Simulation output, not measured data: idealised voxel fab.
The name of this process module is voxel self aligned contacts.
The cross-section on display is named cut; it measures 250 nm wide, and its cells are 5 nm squares.
Cross-sections here: square-cell grids, written as top-down lists of bands, a band being one or more rows of cells.
Heights first: top, then bottom, in nm. Then materials, left to right, each with a width in nm. "throughout" on a single material: fills the band edge to edge. "blank": empty space.
Height 0 is the level under which the wafer as received is all one material. The lowest band goes on downwards, as in "0 -> down".
The width entry "30..40" should be interpreted row by row: the top row of cells in the band takes the first number, the bottom row takes the second number, and the change between adjacent rows is uniform throughout.
Take "everything unchanged" at face value: in the step it is given for, the cross-section changed in none of its cells.
"Voids, enclosed" lists enclosed empty spaces (at least 8 cells, no open path upward to the top), each as width x height at distance from the left edge, in nm.
The remark found on a step's line after its settings is issued by the simulator itself and pertains to that step.
Each step line may optionally specify "overlay nm", which for a step with a mask gives the rightward distance between the mask's planned place and where it lay, a negative value indicating the leftward direction.
The steps planned for the process are as follows
1,RECEIVE (material Si)
2,OXIDIZE (depth nm 5)
3,DIRECTIONAL_DEP (material polySi; thk nm 30)
4,DIRECTIONAL_DEP (material SiN; thk nm 15)
5,DIRECTIONAL_DEP (material aC; thk nm 10)
6,PATTERN (tone cover; mask id GATE; material resist; width nm 30; pitch nm 55; thk nm 25; overlay nm 0)
7,DIRECTIONAL_ETCH (etch materials aC; depth nm 10)
8,STRIP (etch materials resist)
9,DIRECTIONAL_ETCH (etch materials SiN; depth nm 15)
10,DIRECTIONAL_ETCH (etch materials polySi; depth nm 30)
11,STRIP (etch materials aC)
12,CONFORMAL_DEP (material SiN; thk nm 5)
13,DIRECTIONAL_ETCH (etch materials SiN; depth nm 5)
14,FILL_DEP (material SiO2; thk nm 15)
15,CMP (height nm 55)
16,DIRECTIONAL_DEP (material aC; thk nm 10)
17,PATTERN (tone open; mask id CONTACT; material resist; width nm 35; pitch nm 55; thk nm 25; overlay nm 0)
18,DIRECTIONAL_ETCH (etch materials aC; depth nm 10)
19,STRIP (etch materials resist)
20,DIRECTIONAL_ETCH (etch materials SiO2; depth nm 60)
21,STRIP (etch materials aC)
22,CONFORMAL_DEP (material TiN; thk nm 5)
23,FILL_DEP (material W; thk nm 10)
24,CMP (height nm 55)
25,CONFORMAL_DEP (material SiCN; thk nm 5)
The following pertains to the first of two wafers, which was processed as planned
Cross-section: wafer on arrival = after step 1
- 0 -> down  Si throughout
- Voids, enclosed: none
After step 2
- 0 -> -5  SiO2 throughout
- Below -5, no change.
After step 3
- 30 -> 0  polySi throughout
- Below 0, no change.
After step 4
- 45 -> 30  SiN throughout
- Below 30, no change.
After step 5
- 55 -> 45  aC throughout
- Below 45, no change.
After step 6
- 80 -> 55  55 blank; 30 resist; 25 blank; 30 resist; 25 blank; 30 resist; 55 blank
- Below 55, no change.
After step 7
- 70 -> 55  55 blank; 30 resist; 25 blank; 30 resist; 25 blank; 30 resist; 55 blank
- 55 -> 45  55 blank; 30 aC; 25 blank; 30 aC; 25 blank; 30 aC; 55 blank
- Below 45, no change.
After step 8
- 55 -> 45  55 blank; 30 aC; 25 blank; 30 aC; 25 blank; 30 aC; 55 blank
- Below 45, no change.
After step 9
- 55 -> 45  55 blank; 30 aC; 25 blank; 30 aC; 25 blank; 30 aC; 55 blank
- 45 -> 30  55 blank; 30 SiN; 25 blank; 30 SiN; 25 blank; 30 SiN; 55 blank
- Below 30, no change.
After step 10
- 55 -> 45  55 blank; 30 aC; 25 blank; 30 aC; 25 blank; 30 aC; 55 blank
- 45 -> 30  55 blank; 30 SiN; 25 blank; 30 SiN; 25 blank; 30 SiN; 55 blank
- 30 -> 0  55 blank; 30 polySi; 25 blank; 30 polySi; 25 blank; 30 polySi; 55 blank
- Below 0, no change.
After step 11
- 45 -> 30  55 blank; 30 SiN; 25 blank; 30 SiN; 25 blank; 30 SiN; 55 blank
- Below 30, no change.
After step 12
- 50 -> 30  50 blank; 40 SiN; 15 blank; 40 SiN; 15 blank; 40 SiN; 50 blank
- 30 -> 5  50 blank; 5 SiN; 30 polySi; 5 SiN; 15 blank; 5 SiN; 30 polySi; 5 SiN; 15 blank; 5 SiN; 30 polySi; 5 SiN; 50 blank
- 5 -> 0  55 SiN; 30 polySi; 25 SiN; 30 polySi; 25 SiN; 30 polySi; 55 SiN
- Below 0, no change.
After step 13
- 45 -> 30  50 blank; 40 SiN; 15 blank; 40 SiN; 15 blank; 40 SiN; 50 blank
- 30 -> 0  50 blank; 5 SiN; 30 polySi; 5 SiN; 15 blank; 5 SiN; 30 polySi; 5 SiN; 15 blank; 5 SiN; 30 polySi; 5 SiN; 50 blank
- Below 0, no change.
After step 14
- 60 -> 45  SiO2 throughout
- 45 -> 30  50 SiO2; 40 SiN; 15 SiO2; 40 SiN; 15 SiO2; 40 SiN; 50 SiO2
- 30 -> 0  50 SiO2; 5 SiN; 30 polySi; 5 SiN; 15 SiO2; 5 SiN; 30 polySi; 5 SiN; 15 SiO2; 5 SiN; 30 polySi; 5 SiN; 50 SiO2
- Below 0, no change.
After step 15
- 55 -> 45  SiO2 throughout
- Below 45, no change.
After step 16
- 65 -> 55  aC throughout
- Below 55, no change.
After step 17
- 90 -> 65  80 resist; 35 blank; 20 resist; 35 blank; 80 resist
- Below 65, no change.
After step 18
- 80 -> 65  80 resist; 35 blank; 20 resist; 35 blank; 80 resist
- 65 -> 55  80 aC; 35 blank; 20 aC; 35 blank; 80 aC
- Below 55, no change.
After step 19
- 65 -> 55  80 aC; 35 blank; 20 aC; 35 blank; 80 aC
- Below 55, no change.
After step 20
- 65 -> 55  80 aC; 35 blank; 20 aC; 35 blank; 80 aC
- 55 -> 45  80 SiO2; 35 blank; 20 SiO2; 35 blank; 80 SiO2
- 45 -> 30  50 SiO2; 40 SiN; 15 blank; 40 SiN; 15 blank; 40 SiN; 50 SiO2
- 30 -> 0  50 SiO2; 5 SiN; 30 polySi; 5 SiN; 15 blank; 5 SiN; 30 polySi; 5 SiN; 15 blank; 5 SiN; 30 polySi; 5 SiN; 50 SiO2
- 0 -> -5  90 SiO2; 15 blank; 40 SiO2; 15 blank; 90 SiO2
- Below -5, no change.
After step 21
- 55 -> 45  80 SiO2; 35 blank; 20 SiO2; 35 blank; 80 SiO2
- Below 45, no change.
After step 22
- 60 -> 55  85 TiN; 25 blank; 30 TiN; 25 blank; 85 TiN
- 55 -> 45  80 SiO2; 5..15 TiN; 25..5 blank; 5..15 TiN; 20 SiO2; 5..15 TiN; 25..5 blank; 5..15 TiN; 80 SiO2
- 45 -> 30  50 SiO2; 40 SiN; 5 TiN; 5 blank; 5 TiN; 40 SiN; 5 TiN; 5 blank; 5 TiN; 40 SiN; 50 SiO2
- 30 -> 0  50 SiO2; 5 SiN; 30 polySi; 5 SiN; 5 TiN; 5 blank; 5 TiN; 5 SiN; 30 polySi; 5 SiN; 5 TiN; 5 blank; 5 TiN; 5 SiN; 30 polySi; 5 SiN; 50 SiO2
- 0 -> -5  90 SiO2; 15 TiN; 40 SiO2; 15 TiN; 90 SiO2
- Below -5, no change.
After step 23
- 70 -> 60  W throughout
- 60 -> 55  85 TiN; 25 W; 30 TiN; 25 W; 85 TiN
- 55 -> 45  80 SiO2; 5..15 TiN; 25..5 W; 5..15 TiN; 20 SiO2; 5..15 TiN; 25..5 W; 5..15 TiN; 80 SiO2
- 45 -> 30  50 SiO2; 40 SiN; 5 TiN; 5 W; 5 TiN; 40 SiN; 5 TiN; 5 W; 5 TiN; 40 SiN; 50 SiO2
- 30 -> 0  50 SiO2; 5 SiN; 30 polySi; 5 SiN; 5 TiN; 5 W; 5 TiN; 5 SiN; 30 polySi; 5 SiN; 5 TiN; 5 W; 5 TiN; 5 SiN; 30 polySi; 5 SiN; 50 SiO2
- Below 0, no change.
After step 24
- 55 -> 45  80 SiO2; 5..15 TiN; 25..5 W; 5..15 TiN; 20 SiO2; 5..15 TiN; 25..5 W; 5..15 TiN; 80 SiO2
- Below 45, no change.
After step 25
- 60 -> 55  SiCN throughout
- Below 55, no change.
Okay, second wafer. Nothing different at the start, nothing different in the plan, just one mistake somewhere in the running. As far as step 21, counting that step, it's the first wafer all over again
Second wafer, section view, time point: scheduled end of step 22
- 60 -> 55  85 SiN; 25 blank; 30 SiN; 25 blank; 85 SiN
- 55 -> 45  80 SiO2; 5..15 SiN; 25..5 blank; 5..15 SiN; 20 SiO2; 5..15 SiN; 25..5 blank; 5..15 SiN; 80 SiO2
- 45 -> 30  50 SiO2; 45 SiN; 5 blank; 50 SiN; 5 blank; 45 SiN; 50 SiO2
- 30 -> 0  50 SiO2; 5 SiN; 30 polySi; 10 SiN; 5 blank; 10 SiN; 30 polySi; 10 SiN; 5 blank; 10 SiN; 30 polySi; 5 SiN; 50 SiO2
- 0 -> -5  90 SiO2; 15 SiN; 40 SiO2; 15 SiN; 90 SiO2
- Below -5, no change.
Second wafer, section view, time point: scheduled end of step 23
- 70 -> 60  W throughout
- 60 -> 55  85 SiN; 25 W; 30 SiN; 25 W; 85 SiN
- 55 -> 45  80 SiO2; 5..15 SiN; 25..5 W; 5..15 SiN; 20 SiO2; 5..15 SiN; 25..5 W; 5..15 SiN; 80 SiO2
- 45 -> 30  50 SiO2; 45 SiN; 5 W; 50 SiN; 5 W; 45 SiN; 50 SiO2
- 30 -> 0  50 SiO2; 5 SiN; 30 polySi; 10 SiN; 5 W; 10 SiN; 30 polySi; 10 SiN; 5 W; 10 SiN; 30 polySi; 5 SiN; 50 SiO2
- Below 0, no change.
Second wafer, section view, time point: scheduled end of step 24
- 55 -> 45  80 SiO2; 5..15 SiN; 25..5 W; 5..15 SiN; 20 SiO2; 5..15 SiN; 25..5 W; 5..15 SiN; 80 SiO2
- Below 45, no change.
Second wafer, section view, time point: scheduled end of step 25
- 60 -> 55  SiCN throughout
- Below 55, no change.
Misprocessing identified: heads up, step 22 didn't go per plan, it actually ran as CONFORMAL_DEP (material SiN; thk nm 5)
The closing comparison, in cells, has the second wafer with more or fewer of some materials than the first: +58 SiN; -58 TiN
